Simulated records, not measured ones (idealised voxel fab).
Process module name: voxel trench capacitor
Pictured: cross-section cut, 285 nm wide, on a grid of 5 nm square cells.
Square cells in a grid make up a cross-section in this document, and the grid is given as bands, listed from the top down, each one or more rows of cells. Quick guide to a band line: top height, bottom height (nm) up front; then every material left to right with its width in nm. Only one material and it's marked "everywhere"? Then it fills the band edge to edge. And "empty" just means empty space. Height 0 is the level under which the wafer as received is all one material. The lowest band goes on downwards, as in "0 nm and below". Graded width ("30->40"): value in top row of band = first number; value in bottom row = second number; row-to-row change constant. Reading "remains unaltered" for a step: not a cell of the cross-section changed in it. Heads up: "Unvented voids" only lists the empty pockets with no open path to the top that are 8 cells or more, and it writes them as width x height at distance, distance from the left edge, in nm. after a step's settings: what the simulator itself notes on the step. When a step includes a mask, the "overlay nm" setting on its line states how far to the right of its planned place that mask lay, and negative values state how far to the left.
[Process steps (planned)]
| 1 | RECEIVE,material Si |
| 2 | CONFORMAL_DEP,material SiN,thk nm 10 |
| 3 | MASKED_ETCH,tone open,mask id TRENCH,width nm 25,pitch nm 55,etch materials SiN,depth nm 10,overlay nm 0 |
| 4 | MASKED_ETCH,tone open,mask id TRENCH,width nm 25,pitch nm 55,etch materials Si,depth nm 40,overlay nm 0 |
| 5 | CONFORMAL_DEP,material HfO2,thk nm 5 |
| 6 | CONFORMAL_DEP,material TiN,thk nm 5 |
| 7 | FILL_DEP,material W,thk nm 10 |
| 8 | CMP,height nm 10 |
[Cross-section of the wafer as it came to us, i.e., already through step 1]
0 nm and below = Si everywhere
Unvented voids: none
[Cross-section taken at module completion on the first of two wafers; processed per the plan]
10 nm to 0 nm = SiN 100 / HfO2 5 / TiN 5 / W 5 / TiN 5 / HfO2 5 / SiN 30 / HfO2 5 / TiN 5 / W 5 / TiN 5 / HfO2 5 / SiN 105
0 nm to -30 nm = Si 100 / HfO2 5 / TiN 5 / W 5 / TiN 5 / HfO2 5 / Si 30 / HfO2 5 / TiN 5 / W 5 / TiN 5 / HfO2 5 / Si 105
-30 nm to -35 nm = Si 100 / HfO2 5 / TiN 15 / HfO2 5 / Si 30 / HfO2 5 / TiN 15 / HfO2 5 / Si 105
-35 nm to -40 nm = Si 100 / HfO2 25 / Si 30 / HfO2 25 / Si 105
-40 nm and below = Si everywhere
Unvented voids: none
[Cross-sectional view: second of two wafers, end of module; start and plan identical to the first, one mistake in running]
10 nm to 5 nm = TiN 110 / W 5 / TiN 50 / W 5 / TiN 115
5 nm to 0 nm = HfO2 105 / TiN 5 / W 5 / TiN 5 / HfO2 40 / TiN 5 / W 5 / TiN 5 / HfO2 110
0 nm to -30 nm = Si 100 / HfO2 5 / TiN 5 / W 5 / TiN 5 / HfO2 5 / Si 30 / HfO2 5 / TiN 5 / W 5 / TiN 5 / HfO2 5 / Si 105
-30 nm to -35 nm = Si 100 / HfO2 5 / TiN 15 / HfO2 5 / Si 30 / HfO2 5 / TiN 15 / HfO2 5 / Si 105
-35 nm to -40 nm = Si 100 / HfO2 25 / Si 30 / HfO2 25 / Si 105
-40 nm and below = Si everywhere
Unvented voids: none
Want to know what went wrong? yeah, step 2 of the plan got skipped, never ran
Counted in cells at the end, the second wafer holds more or fewer of these materials than the first: +43 HfO2, -94 SiN, +51 TiN
